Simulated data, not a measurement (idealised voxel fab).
The following is a process module called voxel self aligned contacts.
We display cut, a cross-section 270 nm in width whose square cells are each 5 nm.
Cross-section spec: square-cell grid; bands listed top down; each band is one or more rows.
This entry defines a band. It first specifies the height of the band's top and the height of its bottom in nm, and then specifies the band's materials from left to right, stating each material with its width in nm. The word "everywhere" identifies a single material that fills the band from edge to edge, while the word "blank" identifies empty space.
The reference from which all heights are counted is 0, the level beneath which the as-received wafer is entirely one material; the lowest band, having no lower bound, proceeds downward and is written after the example "0 -> down".
So if you see something like "30 to 40" for the width, read it as the top row of the band sitting at the first number and the bottom row at the second, with every row in between moving by the same amount as the last.
"everything unchanged" after a step means that no cell of the cross-section changed.
In "Enclosed empty spaces" the enclosed voids are listed, meaning empty spaces of 8 cells or larger without any opening to the top. The form is width x height at distance, distance from the left edge, units nm.
On each step's line, the part that comes after the settings is the simulator's own comment on the step.
The "overlay nm" setting may appear on a step's line; for a step that uses a mask, it gives how far to the right of its planned position the mask lay, and a negative value indicates the left.

Set out below are the planned steps of the process:
- 1: op RECEIVE | material Si
- 2: op CONFORMAL_DEP | material SiO2 | thk nm 5
- 3: op DIRECTIONAL_DEP | material polySi | thk nm 25
- 4: op DIRECTIONAL_DEP | material SiN | thk nm 20
- 5: op MASKED_ETCH | tone cover | mask id GATE | width nm 25 | pitch nm 65 | etch materials SiN | depth nm 20 | overlay nm 0
- 6: op MASKED_ETCH | tone cover | mask id GATE | width nm 25 | pitch nm 65 | etch materials polySi | depth nm 25 | overlay nm 0
- 7: op CONFORMAL_DEP | material SiN | thk nm 10
- 8: op DIRECTIONAL_ETCH | etch materials SiN | depth nm 10
- 9: op FILL_DEP | material SiO2 | thk nm 15
- 10: op CMP | height nm 55
- 11: op PATTERN | tone open | mask id CONTACT | material resist | width nm 50 | pitch nm 65 | thk nm 15 | overlay nm 0
- 12: op DIRECTIONAL_ETCH | etch materials SiO2 | depth nm 55
- 13: op STRIP | etch materials resist
- 14: op CONFORMAL_DEP | material TiN | thk nm 5
- 15: op FILL_DEP | material W | thk nm 5
- 16: op CMP | height nm 55
- 17: op CONFORMAL_DEP | material SiN | thk nm 5

The first wafer of two, processed as planned:

Wafer at receipt (post step 1), cross-section:
> 0 -> down  Si everywhere
> Enclosed empty spaces: none

Take a look at the wafer's cross-section after step 2:
> 5 -> 0  SiO2 everywhere
> No changes below 0.

Take a look at the wafer's cross-section after step 3:
> 30 -> 5  polySi everywhere
> No changes below 5.

Take a look at the wafer's cross-section after step 4:
> 50 -> 30  SiN everywhere
> No changes below 30.

Take a look at the wafer's cross-section after step 5:
> 50 -> 30  55 nm blank, 25 nm SiN, 40 nm blank, 25 nm SiN, 40 nm blank, 25 nm SiN, 60 nm blank
> No changes below 30.

Take a look at the wafer's cross-section after step 6:
> 50 -> 30  55 nm blank, 25 nm SiN, 40 nm blank, 25 nm SiN, 40 nm blank, 25 nm SiN, 60 nm blank
> 30 -> 5  55 nm blank, 25 nm polySi, 40 nm blank, 25 nm polySi, 40 nm blank, 25 nm polySi, 60 nm blank
> No changes below 5.

Take a look at the wafer's cross-section after step 7:
> 60 -> 30  45 nm blank, 45 nm SiN, 20 nm blank, 45 nm SiN, 20 nm blank, 45 nm SiN, 50 nm blank
> 30 -> 15  45 nm blank, 10 nm SiN, 25 nm polySi, 10 nm SiN, 20 nm blank, 10 nm SiN, 25 nm polySi, 10 nm SiN, 20 nm blank, 10 nm SiN, 25 nm polySi, 10 nm SiN, 50 nm blank
> 15 -> 5  55 nm SiN, 25 nm polySi, 40 nm SiN, 25 nm polySi, 40 nm SiN, 25 nm polySi, 60 nm SiN
> No changes below 5.

Take a look at the wafer's cross-section after step 8:
> 50 -> 30  45 nm blank, 45 nm SiN, 20 nm blank, 45 nm SiN, 20 nm blank, 45 nm SiN, 50 nm blank
> 30 -> 5  45 nm blank, 10 nm SiN, 25 nm polySi, 10 nm SiN, 20 nm blank, 10 nm SiN, 25 nm polySi, 10 nm SiN, 20 nm blank, 10 nm SiN, 25 nm polySi, 10 nm SiN, 50 nm blank
> No changes below 5.

Take a look at the wafer's cross-section after step 9:
> 65 -> 50  SiO2 everywhere
> 50 -> 30  45 nm SiO2, 45 nm SiN, 20 nm SiO2, 45 nm SiN, 20 nm SiO2, 45 nm SiN, 50 nm SiO2
> 30 -> 5  45 nm SiO2, 10 nm SiN, 25 nm polySi, 10 nm SiN, 20 nm SiO2, 10 nm SiN, 25 nm polySi, 10 nm SiN, 20 nm SiO2, 10 nm SiN, 25 nm polySi, 10 nm SiN, 50 nm SiO2
> No changes below 5.

Take a look at the wafer's cross-section after step 10:
> 55 -> 50  SiO2 everywhere
> No changes below 50.

Take a look at the wafer's cross-section after step 11:
> 70 -> 55  75 nm resist, 50 nm blank, 15 nm resist, 50 nm blank, 80 nm resist
> No changes below 55.

Take a look at the wafer's cross-section after step 12:
> 70 -> 55  75 nm resist, 50 nm blank, 15 nm resist, 50 nm blank, 80 nm resist
> 55 -> 50  75 nm SiO2, 50 nm blank, 15 nm SiO2, 50 nm blank, 80 nm SiO2
> 50 -> 30  45 nm SiO2, 45 nm SiN, 20 nm blank, 45 nm SiN, 20 nm blank, 45 nm SiN, 50 nm SiO2
> 30 -> 5  45 nm SiO2, 10 nm SiN, 25 nm polySi, 10 nm SiN, 20 nm blank, 10 nm SiN, 25 nm polySi, 10 nm SiN, 20 nm blank, 10 nm SiN, 25 nm polySi, 10 nm SiN, 50 nm SiO2
> 5 -> 0  90 nm SiO2, 20 nm blank, 45 nm SiO2, 20 nm blank, 95 nm SiO2
> No changes below 0.

Take a look at the wafer's cross-section after step 13:
> 55 -> 50  75 nm SiO2, 50 nm blank, 15 nm SiO2, 50 nm blank, 80 nm SiO2
> No changes below 50.

Take a look at the wafer's cross-section after step 14:
> 60 -> 55  80 nm TiN, 40 nm blank, 25 nm TiN, 40 nm blank, 85 nm TiN
> 55 -> 50  75 nm SiO2, 20 nm TiN, 10 nm blank, 20 nm TiN, 15 nm SiO2, 20 nm TiN, 10 nm blank, 20 nm TiN, 80 nm SiO2
> 50 -> 30  45 nm SiO2, 45 nm SiN, 5 nm TiN, 10 nm blank, 5 nm TiN, 45 nm SiN, 5 nm TiN, 10 nm blank, 5 nm TiN, 45 nm SiN, 50 nm SiO2
> 30 -> 5  45 nm SiO2, 10 nm SiN, 25 nm polySi, 10 nm SiN, 5 nm TiN, 10 nm blank, 5 nm TiN, 10 nm SiN, 25 nm polySi, 10 nm SiN, 5 nm TiN, 10 nm blank, 5 nm TiN, 10 nm SiN, 25 nm polySi, 10 nm SiN, 50 nm SiO2
> 5 -> 0  90 nm SiO2, 20 nm TiN, 45 nm SiO2, 20 nm TiN, 95 nm SiO2
> No changes below 0.

Take a look at the wafer's cross-section after step 15:
> 65 -> 60  W everywhere
> 60 -> 55  80 nm TiN, 40 nm W, 25 nm TiN, 40 nm W, 85 nm TiN
> 55 -> 50  75 nm SiO2, 20 nm TiN, 10 nm W, 20 nm TiN, 15 nm SiO2, 20 nm TiN, 10 nm W, 20 nm TiN, 80 nm SiO2
> 50 -> 30  45 nm SiO2, 45 nm SiN, 5 nm TiN, 10 nm W, 5 nm TiN, 45 nm SiN, 5 nm TiN, 10 nm W, 5 nm TiN, 45 nm SiN, 50 nm SiO2
> 30 -> 5  45 nm SiO2, 10 nm SiN, 25 nm polySi, 10 nm SiN, 5 nm TiN, 10 nm W, 5 nm TiN, 10 nm SiN, 25 nm polySi, 10 nm SiN, 5 nm TiN, 10 nm W, 5 nm TiN, 10 nm SiN, 25 nm polySi, 10 nm SiN, 50 nm SiO2
> No changes below 5.

Take a look at the wafer's cross-section after step 16:
> 55 -> 50  75 nm SiO2, 20 nm TiN, 10 nm W, 20 nm TiN, 15 nm SiO2, 20 nm TiN, 10 nm W, 20 nm TiN, 80 nm SiO2
> No changes below 50.

Take a look at the wafer's cross-section after step 17:
> 60 -> 55  SiN everywhere
> No changes below 55.

The second wafer was prepared from the same starting point and under the same plan as the first; its processing contained one mistake, and it remains indistinguishable from the first wafer up to and including step 1:

Second wafer: cross-section at the scheduled end of step 2:
> 25 -> 0  polySi everywhere
> No changes below 0.

Second wafer: cross-section at the scheduled end of step 3:
> 30 -> 25  SiO2 everywhere
> No changes below 25.

Second wafer: cross-section at the scheduled end of step 4:
> 50 -> 30  SiN everywhere
> No changes below 30.

Second wafer: cross-section at the scheduled end of step 5:
> 50 -> 30  55 nm blank, 25 nm SiN, 40 nm blank, 25 nm SiN, 40 nm blank, 25 nm SiN, 60 nm blank
> No changes below 30.

Second wafer: cross-section at the scheduled end of step 6: everything unchanged

Second wafer: cross-section at the scheduled end of step 7:
> 60 -> 40  45 nm blank, 45 nm SiN, 20 nm blank, 45 nm SiN, 20 nm blank, 45 nm SiN, 50 nm blank
> 40 -> 30  SiN everywhere
> No changes below 30.

Second wafer: cross-section at the scheduled end of step 8:
> 50 -> 30  45 nm blank, 45 nm SiN, 20 nm blank, 45 nm SiN, 20 nm blank, 45 nm SiN, 50 nm blank
> No changes below 30.

Second wafer: cross-section at the scheduled end of step 9:
> 65 -> 50  SiO2 everywhere
> 50 -> 30  45 nm SiO2, 45 nm SiN, 20 nm SiO2, 45 nm SiN, 20 nm SiO2, 45 nm SiN, 50 nm SiO2
> No changes below 30.

Second wafer: cross-section at the scheduled end of step 10:
> 55 -> 50  SiO2 everywhere
> No changes below 50.

Second wafer: cross-section at the scheduled end of step 11:
> 70 -> 55  75 nm resist, 50 nm blank, 15 nm resist, 50 nm blank, 80 nm resist
> No changes below 55.

Second wafer: cross-section at the scheduled end of step 12:
> 70 -> 55  75 nm resist, 50 nm blank, 15 nm resist, 50 nm blank, 80 nm resist
> 55 -> 50  75 nm SiO2, 50 nm blank, 15 nm SiO2, 50 nm blank, 80 nm SiO2
> 50 -> 30  45 nm SiO2, 45 nm SiN, 20 nm blank, 45 nm SiN, 20 nm blank, 45 nm SiN, 50 nm SiO2
> 30 -> 25  90 nm SiO2, 20 nm blank, 45 nm SiO2, 20 nm blank, 95 nm SiO2
> No changes below 25.

Second wafer: cross-section at the scheduled end of step 13:
> 55 -> 50  75 nm SiO2, 50 nm blank, 15 nm SiO2, 50 nm blank, 80 nm SiO2
> No changes below 50.

Second wafer: cross-section at the scheduled end of step 14:
> 60 -> 55  80 nm TiN, 40 nm blank, 25 nm TiN, 40 nm blank, 85 nm TiN
> 55 -> 50  75 nm SiO2, 20 nm TiN, 10 nm blank, 20 nm TiN, 15 nm SiO2, 20 nm TiN, 10 nm blank, 20 nm TiN, 80 nm SiO2
> 50 -> 30  45 nm SiO2, 45 nm SiN, 5 nm TiN, 10 nm blank, 5 nm TiN, 45 nm SiN, 5 nm TiN, 10 nm blank, 5 nm TiN, 45 nm SiN, 50 nm SiO2
> 30 -> 25  90 nm SiO2, 20 nm TiN, 45 nm SiO2, 20 nm TiN, 95 nm SiO2
> No changes below 25.

Second wafer: cross-section at the scheduled end of step 15:
> 65 -> 60  W everywhere
> 60 -> 55  80 nm TiN, 40 nm W, 25 nm TiN, 40 nm W, 85 nm TiN
> 55 -> 50  75 nm SiO2, 20 nm TiN, 10 nm W, 20 nm TiN, 15 nm SiO2, 20 nm TiN, 10 nm W, 20 nm TiN, 80 nm SiO2
> 50 -> 30  45 nm SiO2, 45 nm SiN, 5 nm TiN, 10 nm W, 5 nm TiN, 45 nm SiN, 5 nm TiN, 10 nm W, 5 nm TiN, 45 nm SiN, 50 nm SiO2
> No changes below 30.

Second wafer: cross-section at the scheduled end of step 16:
> 55 -> 50  75 nm SiO2, 20 nm TiN, 10 nm W, 20 nm TiN, 15 nm SiO2, 20 nm TiN, 10 nm W, 20 nm TiN, 80 nm SiO2
> No changes below 50.

Second wafer: cross-section at the scheduled end of step 17:
> 60 -> 55  SiN everywhere
> No changes below 55.
Here's what went sideways: steps 2 and 3 were swapped
Per the end-of-run cell counts, the second wafer holds more or fewer of some materials than the first: 60 fewer of SiN | 95 fewer of SiO2 | 20 fewer of TiN | 20 fewer of W | 195 more of polySi
